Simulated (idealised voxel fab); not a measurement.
process module | voxel self aligned contacts
cross-section cut | 275 nm wide | cells 5 nm
A cross-section is a grid of square cells, given in bands from the top down. A band is one or more rows of cells.
Each band's line starts with the height of the band's top and of its bottom, in nm. Then come its materials from left to right, each with its width in nm. One material with "throughout" fills the band from edge to edge. "air" is empty space.
Height 0 is the level under which the wafer as received is all one material. The lowest band goes on downwards, as in "0 down".
A width such as "30 to 40" changes by the same amount from each row of cells to the next, from the band's top row to its bottom row.
"no change" after a step means that no cell of the cross-section changed.
closed voids: empty space of 8 cells or more with no open way to the top, each as width x height at its distance from the left edge, in nm
after a step's settings: what the simulator itself notes on the step
overlay nm, on a step with a mask: how far to the right of its planned place the mask lay; to the left if negative
plan
1 op RECEIVE | material Si
2 op OXIDIZE | depth nm 5
3 op DIRECTIONAL_DEP | material polySi | thk nm 25
4 op DIRECTIONAL_DEP | material SiN | thk nm 15
5 op DIRECTIONAL_DEP | material aC | thk nm 10
6 op PATTERN | tone cover | mask id GATE | material resist | width nm 35 | pitch nm 65 | thk nm 25 | overlay nm 0
7 op DIRECTIONAL_ETCH | etch materials aC | depth nm 10
8 op STRIP | etch materials resist
9 op DIRECTIONAL_ETCH | etch materials SiN | depth nm 15
10 op DIRECTIONAL_ETCH | etch materials polySi | depth nm 25
11 op STRIP | etch materials aC
12 op CONFORMAL_DEP | material SiN | thk nm 5
13 op DIRECTIONAL_ETCH | etch materials SiN | depth nm 5
14 op FILL_DEP | material SiO2 | thk nm 20
15 op CMP | height nm 50
16 op DIRECTIONAL_DEP | material aC | thk nm 15
17 op PATTERN | tone open | mask id CONTACT | material resist | width nm 50 | thk nm 35 | overlay nm 0
18 op DIRECTIONAL_ETCH | etch materials aC | depth nm 15
19 op STRIP | etch materials resist
20 op DIRECTIONAL_ETCH | etch materials SiO2 | depth nm 55
21 op STRIP | etch materials aC
22 op CONFORMAL_DEP | material TiN | thk nm 5
23 op FILL_DEP | material Ru | thk nm 5
24 op CMP | height nm 50
25 op CONFORMAL_DEP | material SiN | thk nm 5
first wafer, as planned
as received, after step 1
  0 down: Si throughout
  closed voids: none
after step 2
  0 to -5: SiO2 throughout
  below -5: unchanged
after step 3
  25 to 0: polySi throughout
  below 0: unchanged
after step 4
  40 to 25: SiN throughout
  below 25: unchanged
after step 5
  50 to 40: aC throughout
  below 40: unchanged
after step 6
  75 to 50: air 85 | resist 35 | air 30 | resist 35 | air 90
  below 50: unchanged
after step 7
  65 to 50: air 85 | resist 35 | air 30 | resist 35 | air 90
  50 to 40: air 85 | aC 35 | air 30 | aC 35 | air 90
  below 40: unchanged
after step 8
  50 to 40: air 85 | aC 35 | air 30 | aC 35 | air 90
  below 40: unchanged
after step 9
  50 to 40: air 85 | aC 35 | air 30 | aC 35 | air 90
  40 to 25: air 85 | SiN 35 | air 30 | SiN 35 | air 90
  below 25: unchanged
after step 10
  50 to 40: air 85 | aC 35 | air 30 | aC 35 | air 90
  40 to 25: air 85 | SiN 35 | air 30 | SiN 35 | air 90
  25 to 0: air 85 | polySi 35 | air 30 | polySi 35 | air 90
  below 0: unchanged
after step 11
  40 to 25: air 85 | SiN 35 | air 30 | SiN 35 | air 90
  below 25: unchanged
after step 12
  45 to 25: air 80 | SiN 45 | air 20 | SiN 45 | air 85
  25 to 5: air 80 | SiN 5 | polySi 35 | SiN 5 | air 20 | SiN 5 | polySi 35 | SiN 5 | air 85
  5 to 0: SiN 85 | polySi 35 | SiN 30 | polySi 35 | SiN 90
  below 0: unchanged
after step 13
  40 to 25: air 80 | SiN 45 | air 20 | SiN 45 | air 85
  25 to 0: air 80 | SiN 5 | polySi 35 | SiN 5 | air 20 | SiN 5 | polySi 35 | SiN 5 | air 85
  below 0: unchanged
after step 14
  60 to 40: SiO2 throughout
  40 to 25: SiO2 80 | SiN 45 | SiO2 20 | SiN 45 | SiO2 85
  25 to 0: SiO2 80 | SiN 5 | polySi 35 | SiN 5 | SiO2 20 | SiN 5 | polySi 35 | SiN 5 | SiO2 85
  below 0: unchanged
after step 15
  50 to 40: SiO2 throughout
  below 40: unchanged
after step 16
  65 to 50: aC throughout
  below 50: unchanged
after step 17
  100 to 65: resist 110 | air 50 | resist 115
  below 65: unchanged
after step 18
  85 to 65: resist 110 | air 50 | resist 115
  65 to 50: aC 110 | air 50 | aC 115
  below 50: unchanged
after step 19
  65 to 50: aC 110 | air 50 | aC 115
  below 50: unchanged
after step 20
  65 to 50: aC 110 | air 50 | aC 115
  50 to 40: SiO2 110 | air 50 | SiO2 115
  40 to 25: SiO2 80 | SiN 45 | air 20 | SiN 45 | SiO2 85
  25 to 0: SiO2 80 | SiN 5 | polySi 35 | SiN 5 | air 20 | SiN 5 | polySi 35 | SiN 5 | SiO2 85
  0 to -5: SiO2 125 | air 20 | SiO2 130
  below -5: unchanged
after step 21
  50 to 40: SiO2 110 | air 50 | SiO2 115
  below 40: unchanged
after step 22
  55 to 50: TiN 115 | air 40 | TiN 120
  50 to 40: SiO2 110 | TiN 5 to 20 | air 40 to 10 | TiN 5 to 20 | SiO2 115
  40 to 25: SiO2 80 | SiN 45 | TiN 5 | air 10 | TiN 5 | SiN 45 | SiO2 85
  25 to 0: SiO2 80 | SiN 5 | polySi 35 | SiN 5 | TiN 5 | air 10 | TiN 5 | SiN 5 | polySi 35 | SiN 5 | SiO2 85
  0 to -5: SiO2 125 | TiN 20 | SiO2 130
  below -5: unchanged
after step 23
  60 to 55: Ru throughout
  55 to 50: TiN 115 | Ru 40 | TiN 120
  50 to 40: SiO2 110 | TiN 5 to 20 | Ru 40 to 10 | TiN 5 to 20 | SiO2 115
  40 to 25: SiO2 80 | SiN 45 | TiN 5 | Ru 10 | TiN 5 | SiN 45 | SiO2 85
  25 to 0: SiO2 80 | SiN 5 | polySi 35 | SiN 5 | TiN 5 | Ru 10 | TiN 5 | SiN 5 | polySi 35 | SiN 5 | SiO2 85
  below 0: unchanged
after step 24
  50 to 40: SiO2 110 | TiN 5 to 20 | Ru 40 to 10 | TiN 5 to 20 | SiO2 115
  below 40: unchanged
after step 25
  55 to 50: SiN throughout
  below 50: unchanged
second wafer: like start, like plan, one mistake. Through step 11 it matches the first wafer
when step 12 should have ended
  35 to 25: air 85 | SiN 35 | air 30 | SiN 35 | air 90
  below 25: unchanged
when step 13 should have ended
  40 to 25: air 80 | SiN 45 | air 20 | SiN 45 | air 85
  25 to 5: air 80 | SiN 5 | polySi 35 | SiN 5 | air 20 | SiN 5 | polySi 35 | SiN 5 | air 85
  5 to 0: SiN 85 | polySi 35 | SiN 30 | polySi 35 | SiN 90
  below 0: unchanged
when step 14 should have ended
  60 to 40: SiO2 throughout
  40 to 25: SiO2 80 | SiN 45 | SiO2 20 | SiN 45 | SiO2 85
  25 to 5: SiO2 80 | SiN 5 | polySi 35 | SiN 5 | SiO2 20 | SiN 5 | polySi 35 | SiN 5 | SiO2 85
  below 5: unchanged
when step 15 should have ended
  50 to 40: SiO2 throughout
  below 40: unchanged
when step 16 should have ended
  65 to 50: aC throughout
  below 50: unchanged
when step 17 should have ended
  100 to 65: resist 110 | air 50 | resist 115
  below 65: unchanged
when step 18 should have ended
  85 to 65: resist 110 | air 50 | resist 115
  65 to 50: aC 110 | air 50 | aC 115
  below 50: unchanged
when step 19 should have ended
  65 to 50: aC 110 | air 50 | aC 115
  below 50: unchanged
when step 20 should have ended
  65 to 50: aC 110 | air 50 | aC 115
  50 to 40: SiO2 110 | air 50 | SiO2 115
  40 to 25: SiO2 80 | SiN 45 | air 20 | SiN 45 | SiO2 85
  25 to 5: SiO2 80 | SiN 5 | polySi 35 | SiN 5 | air 20 | SiN 5 | polySi 35 | SiN 5 | SiO2 85
  below 5: unchanged
when step 21 should have ended
  50 to 40: SiO2 110 | air 50 | SiO2 115
  below 40: unchanged
when step 22 should have ended
  55 to 50: TiN 115 | air 40 | TiN 120
  50 to 40: SiO2 110 | TiN 5 to 20 | air 40 to 10 | TiN 5 to 20 | SiO2 115
  40 to 25: SiO2 80 | SiN 45 | TiN 5 | air 10 | TiN 5 | SiN 45 | SiO2 85
  25 to 10: SiO2 80 | SiN 5 | polySi 35 | SiN 5 | TiN 5 | air 10 | TiN 5 | SiN 5 | polySi 35 | SiN 5 | SiO2 85
  10 to 5: SiO2 80 | SiN 5 | polySi 35 | SiN 5 | TiN 20 | SiN 5 | polySi 35 | SiN 5 | SiO2 85
  below 5: unchanged
when step 23 should have ended
  60 to 55: Ru throughout
  55 to 50: TiN 115 | Ru 40 | TiN 120
  50 to 40: SiO2 110 | TiN 5 to 20 | Ru 40 to 10 | TiN 5 to 20 | SiO2 115
  40 to 25: SiO2 80 | SiN 45 | TiN 5 | Ru 10 | TiN 5 | SiN 45 | SiO2 85
  25 to 10: SiO2 80 | SiN 5 | polySi 35 | SiN 5 | TiN 5 | Ru 10 | TiN 5 | SiN 5 | polySi 35 | SiN 5 | SiO2 85
  below 10: unchanged
when step 24 should have ended
  50 to 40: SiO2 110 | TiN 5 to 20 | Ru 40 to 10 | TiN 5 to 20 | SiO2 115
  below 40: unchanged
when step 25 should have ended
  55 to 50: SiN throughout
  below 50: unchanged
what went wrong: steps 12 and 13 were swapped
at the end the second wafer has, in cells: 4 fewer of Ru | 37 more of SiN | 29 fewer of SiO2 | 4 fewer of TiN
